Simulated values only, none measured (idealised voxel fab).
process module | voxel fin reveal
cross-section cut | 230 nm wide | cells 5 nm
A cross-section is a grid of square cells, given in bands from the top down. A band is one or more rows of cells.
Each band's line starts with the height of the band's top and of its bottom, in nm. Then come its materials from left to right, each with its width in nm. One material with "throughout" fills the band from edge to edge. "air" is empty space.
Height 0 is the level under which the wafer as received is all one material. The lowest band goes on downwards, as in "0 down".
A width such as "30 to 40" changes by the same amount from each row of cells to the next, from the band's top row to its bottom row.
"no change" after a step means that no cell of the cross-section changed.
closed voids: empty space of 8 cells or more with no open way to the top, each as width x height at its distance from the left edge, in nm
after a step's settings: what the simulator itself notes on the step
overlay nm, on a step with a mask: how far to the right of its planned place the mask lay; to the left if negative
plan
1 op RECEIVE | material Si
2 op CONFORMAL_DEP | material SiN | thk nm 10
3 op PATTERN | tone cover | mask id FINS | material resist | width nm 15 | pitch nm 35 | thk nm 20 | overlay nm 0
4 op DIRECTIONAL_ETCH | etch materials SiN | depth nm 10
5 op DIRECTIONAL_ETCH | etch materials Si | depth nm 40
6 op STRIP | etch materials resist
7 op OXIDIZE | depth nm 5
8 op FILL_DEP | material SiO2 | thk nm 15
9 op CMP | height nm 10
10 op SELECTIVE_ETCH | etch materials SiO2 | depth nm 20
11 op STRIP | etch materials SiN
12 op CONFORMAL_DEP | material SiO2 | thk nm 5
as received, after step 1
  0 down: Si throughout
  closed voids: none
a wafer at the end: this start, this plan, one mistake
  5 to 0: air 90 | SiO2 20 | air 15 | SiO2 20 | air 85
  0 to -5: air 90 | SiO2 5 | Si 10 | SiO2 5 | air 15 | SiO2 5 | Si 10 | SiO2 5 | air 85
  -5 to -45: SiO2 95 | Si 10 | SiO2 25 | Si 10 | SiO2 90
  -45 down: Si throughout
  closed voids: none
what went wrong: step 3 ran as: op PATTERN | tone cover | mask id FINS | material resist | width nm 20 | pitch nm 35 | thk nm 20 | overlay nm 0
